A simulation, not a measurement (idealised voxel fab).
The process module presented herein is designated voxel wiring stack.
cross-section cut | 275 nm wide | cells 5 nm
This document writes a cross-section as a grid whose cells are square, and gives it as bands, listed from the top down; one or more rows of cells form a band.
This entry defines a band. It first specifies the height of the band's top and the height of its bottom in nm, and then specifies the band's materials from left to right, stating each material with its width in nm. The word "everywhere" identifies a single material that fills the band from edge to edge, while the word "blank" identifies empty space.
Heads up on the height convention: 0 is the point under which the incoming wafer is all one material, and the lowest band has no bottom, it just keeps going down, like "z 0 and below".
Width "30..40": first value at the band's top row of cells, second value at its bottom row, equal change from row to row.
No cell of the cross-section changed in a step that is given as "remained the same".
"Trapped voids" contains a list of empty spaces, each no smaller than 8 cells and without an open way to the top, written in the form width x height at distance with the distance from the left edge and all three in nm.
Anything after a step's settings on that line? It's the simulator's own note about the step.
Among the settings permitted on a step's line is "overlay nm"; applied to a step with a mask, it specifies the extent to which the mask lay to the right of its planned position, whereas a negative figure signifies a position to the left.
## Listed below are the process steps as planned
| 1 | RECEIVE, material Si |
| 2 | CONFORMAL_DEP, material SiO2, thk nm 10 |
| 3 | DIRECTIONAL_DEP, material TiN, thk nm 5 |
| 4 | DIRECTIONAL_DEP, material W, thk nm 15 |
| 5 | DIRECTIONAL_DEP, material aC, thk nm 15 |
| 6 | PATTERN, tone cover, mask id METAL_1, material resist, width nm 30, pitch nm 55, thk nm 30, overlay nm 0 |
| 7 | DIRECTIONAL_ETCH, etch materials aC, depth nm 15 |
| 8 | STRIP, etch materials resist |
| 9 | DIRECTIONAL_ETCH, etch materials W, depth nm 15 |
| 10 | DIRECTIONAL_ETCH, etch materials TiN, depth nm 5 |
| 11 | STRIP, etch materials aC |
| 12 | CONFORMAL_DEP, material SiCN, thk nm 5 |
| 13 | FILL_DEP, material SiO2, thk nm 10 |
| 14 | CMP, height nm 30 |
| 15 | CONFORMAL_DEP, material SiCN, thk nm 5 |
| 16 | DIRECTIONAL_DEP, material SiO2, thk nm 20 |
| 17 | PATTERN, tone open, mask id PLUG_1, material resist, width nm 15, pitch nm 55, thk nm 20, overlay nm 0 |
| 18 | DIRECTIONAL_ETCH, etch materials SiO2, depth nm 20 |
| 19 | DIRECTIONAL_ETCH, etch materials SiCN, depth nm 5 |
| 20 | STRIP, etch materials resist |
| 21 | EPI, material Ru, thk nm 10 |
| 22 | EPI, material Ru, thk nm 10 |
| 23 | EPI, material Ru, thk nm 5 |
| 24 | DIRECTIONAL_DEP, material TiN, thk nm 5 |
| 25 | DIRECTIONAL_DEP, material Ru, thk nm 25 |
| 26 | DIRECTIONAL_DEP, material aC, thk nm 15 |
| 27 | PATTERN, tone cover, mask id METAL_2, material resist, width nm 30, pitch nm 55, thk nm 35, overlay nm 0 |
| 28 | DIRECTIONAL_ETCH, etch materials aC, depth nm 15 |
| 29 | STRIP, etch materials resist |
| 30 | DIRECTIONAL_ETCH, etch materials Ru, depth nm 25 |
| 31 | DIRECTIONAL_ETCH, etch materials TiN, depth nm 5 |
| 32 | STRIP, etch materials aC |
| 33 | FILL_DEP, material lowk, thk nm 5 |
| 34 | CMP, height nm 85 |
| 35 | CONFORMAL_DEP, material SiCN, thk nm 5 |
| 36 | DIRECTIONAL_DEP, material lowk, thk nm 20 |
| 37 | PATTERN, tone open, mask id PLUG_2, material resist, width nm 15, pitch nm 110, thk nm 20, overlay nm 0 |
| 38 | DIRECTIONAL_ETCH, etch materials lowk, depth nm 20 |
| 39 | DIRECTIONAL_ETCH, etch materials SiCN, depth nm 5 |
| 40 | STRIP, etch materials resist |
| 41 | CONFORMAL_DEP, material TiN, thk nm 5 |
| 42 | FILL_DEP, material Ru, thk nm 10 |
| 43 | CMP, height nm 110 |
| 44 | DIRECTIONAL_DEP, material TiN, thk nm 5 |
| 45 | DIRECTIONAL_DEP, material Ru, thk nm 15 |
| 46 | PATTERN, tone cover, mask id METAL_3, material resist, width nm 30, pitch nm 55, thk nm 20, overlay nm 0 |
| 47 | DIRECTIONAL_ETCH, etch materials Ru, depth nm 15 |
| 48 | DIRECTIONAL_ETCH, etch materials TiN, depth nm 5 |
| 49 | STRIP, etch materials resist |
| 50 | CONFORMAL_DEP, material SiN, thk nm 5 |
| 51 | FILL_DEP, material lowk, thk nm 10 |
| 52 | CMP, height nm 130 |
| 53 | CONFORMAL_DEP, material SiCN, thk nm 5 |
| 54 | DIRECTIONAL_DEP, material SiO2, thk nm 30 |
| 55 | MASKED_ETCH, tone open, mask id METAL_4, width nm 30, pitch nm 55, etch materials SiO2, depth nm 20, overlay nm 0 |
| 56 | MASKED_ETCH, tone open, mask id METAL_4_HOLES, width nm 15, pitch nm 55, etch materials SiO2, depth nm 10, overlay nm 0 |
| 57 | MASKED_ETCH, tone open, mask id METAL_4_HOLES, width nm 15, pitch nm 55, etch materials SiCN, depth nm 5, overlay nm 0 |
| 58 | CONFORMAL_DEP, material TiN, thk nm 5 |
| 59 | FILL_DEP, material Cu, thk nm 5 |
| 60 | CMP, height nm 165 |
| 61 | CONFORMAL_DEP, material SiCN, thk nm 5 |
## Incoming wafer in cross-section (state: after step 1)
z 0 and below: Si everywhere
Trapped voids: none
## Look at the cross-section after the module: the wafer started out the way shown above and the plan was the one shown above, yet one mistake was made along the way
z 170 to 165: SiCN everywhere
z 165 to 150: SiO2=65, TiN=5, Cu=20, TiN=5, SiO2=25, TiN=5, Cu=20, TiN=5, SiO2=25, TiN=5, Cu=20, TiN=5, SiO2=70
z 150 to 145: SiO2=65, TiN=5, Cu=5, TiN=20, SiO2=25, TiN=5, Cu=5, TiN=20, SiO2=25, TiN=5, Cu=5, TiN=20, SiO2=70
z 145 to 135: SiO2=65, TiN=5, Cu=5, TiN=5, SiO2=40, TiN=5, Cu=5, TiN=5, SiO2=40, TiN=5, Cu=5, TiN=5, SiO2=85
z 135 to 130: SiCN=65, TiN=15, SiCN=40, TiN=15, SiCN=40, TiN=15, SiCN=85
z 130 to 115: lowk=60, SiN=5, Ru=30, SiN=5, lowk=15, SiN=5, Ru=30, SiN=5, lowk=15, SiN=5, Ru=30, SiN=5, lowk=65
z 115 to 110: SiN=65, TiN=30, SiN=25, TiN=30, SiN=25, TiN=30, SiN=70
z 110 to 90: lowk=65, TiN=5, Ru=5, TiN=5, lowk=95, TiN=5, Ru=5, TiN=5, lowk=85
z 90 to 85: SiCN=65, TiN=15, SiCN=95, TiN=15, SiCN=85
z 85 to 75: lowk=80, Ru=15, lowk=40, Ru=15, lowk=40, Ru=15, lowk=70
z 75 to 60: lowk=65, Ru=30, lowk=25, Ru=30, lowk=25, Ru=30, lowk=70
z 60 to 55: lowk=65, Ru=15, TiN=15, lowk=25, Ru=15, TiN=15, lowk=25, Ru=15, TiN=15, lowk=70
z 55 to 50: SiO2=65, Ru=15, SiO2=40, Ru=15, SiO2=40, Ru=15, SiO2=85
z 50 to 45: SiO2=65, TiN=15, SiO2=40, TiN=15, SiO2=40, TiN=15, SiO2=85
z 45 to 35: SiO2=65, Ru=15, SiO2=40, Ru=15, SiO2=40, Ru=15, SiO2=85
z 35 to 30: SiCN=65, Ru=15, SiCN=40, Ru=15, SiCN=40, Ru=15, SiCN=85
z 30 to 15: SiO2=60, SiCN=5, W=30, SiCN=5, SiO2=15, SiCN=5, W=30, SiCN=5, SiO2=15, SiCN=5, W=30, SiCN=5, SiO2=65
z 15 to 10: SiCN=65, TiN=30, SiCN=25, TiN=30, SiCN=25, TiN=30, SiCN=70
z 10 to 0: SiO2 everywhere
z 0 and below: Si everywhere
Trapped voids: none
In executing the process, a mistake was made relative to the plan: which of the identical steps 21 and 22 was left out cannot be determined, but one of them was
